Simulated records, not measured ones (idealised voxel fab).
The process module that follows is named voxel trench capacitor.
The cross-section shown here is cut; it is 225 nm wide and divided into square cells measuring 5 nm on a side.
Cross-sections here: square-cell grids, written as top-down lists of bands, a band being one or more rows of cells.
Band entry format. Leading values: height of top, height of bottom, nm. Remainder: materials in left-to-right order, each with its width in nm. Special words: "throughout" on a single material, which then fills the band edge to edge; "empty", empty space.
Height 0 is the level under which the wafer as received is all one material. The lowest band goes on downwards, as in "top 0, no bottom".
Width spec "30->40" -> top row of cells at first value, bottom row at second value, equal per-row change in between.
Given "no modifications" for a step, no cell of the cross-section differs between before and after that step.
Entry "Sealed internal cavities". Content: empty spaces with no open connection to the top, size 8 cells or greater. Each: width x height at distance. Distance: from left edge. Unit: nm.
Text after the settings on a step's line: the simulator's own remark on that step.
The "overlay nm" setting may appear on a step's line; for a step that uses a mask, it gives how far to the right of its planned position the mask lay, and a negative value indicates the left.

**These are the steps we planned for the process**
step 1: RECEIVE, material Si
step 2: CONFORMAL_DEP, material SiN, thk nm 5
step 3: DIRECTIONAL_DEP, material aC, thk nm 10
step 4: PATTERN, tone open, mask id TRENCH, material resist, width nm 15, pitch nm 45, thk nm 25, overlay nm 0
step 5: DIRECTIONAL_ETCH, etch materials aC, depth nm 10
step 6: STRIP, etch materials resist
step 7: DIRECTIONAL_ETCH, etch materials SiN, depth nm 5
step 8: DIRECTIONAL_ETCH, etch materials Si, depth nm 30
step 9: STRIP, etch materials aC
step 10: CONFORMAL_DEP, material Al2O3, thk nm 5
step 11: FILL_DEP, material polySi, thk nm 10
step 12: CMP, height nm 5

**Cross-sectional view of the wafer in its as-received condition, corresponding to the state after step 1**
top 0, no bottom: Si throughout
Sealed internal cavities: none

**Final cross-section, module run with one mistake (start and plan as above)**
top 5, bottom 0: 80 SiN, 5 Al2O3, 5 polySi, 5 Al2O3, 30 SiN, 5 Al2O3, 5 polySi, 5 Al2O3, 85 SiN
top 0, bottom -15: 80 Si, 5 Al2O3, 5 polySi, 5 Al2O3, 30 Si, 5 Al2O3, 5 polySi, 5 Al2O3, 85 Si
top -15, bottom -20: 80 Si, 15 Al2O3, 30 Si, 15 Al2O3, 85 Si
top -20, no bottom: Si throughout
Sealed internal cavities: none
Deviation noted in wafer processing: rather than as planned, step 8 actually ran as DIRECTIONAL_ETCH, etch materials Si, depth nm 20
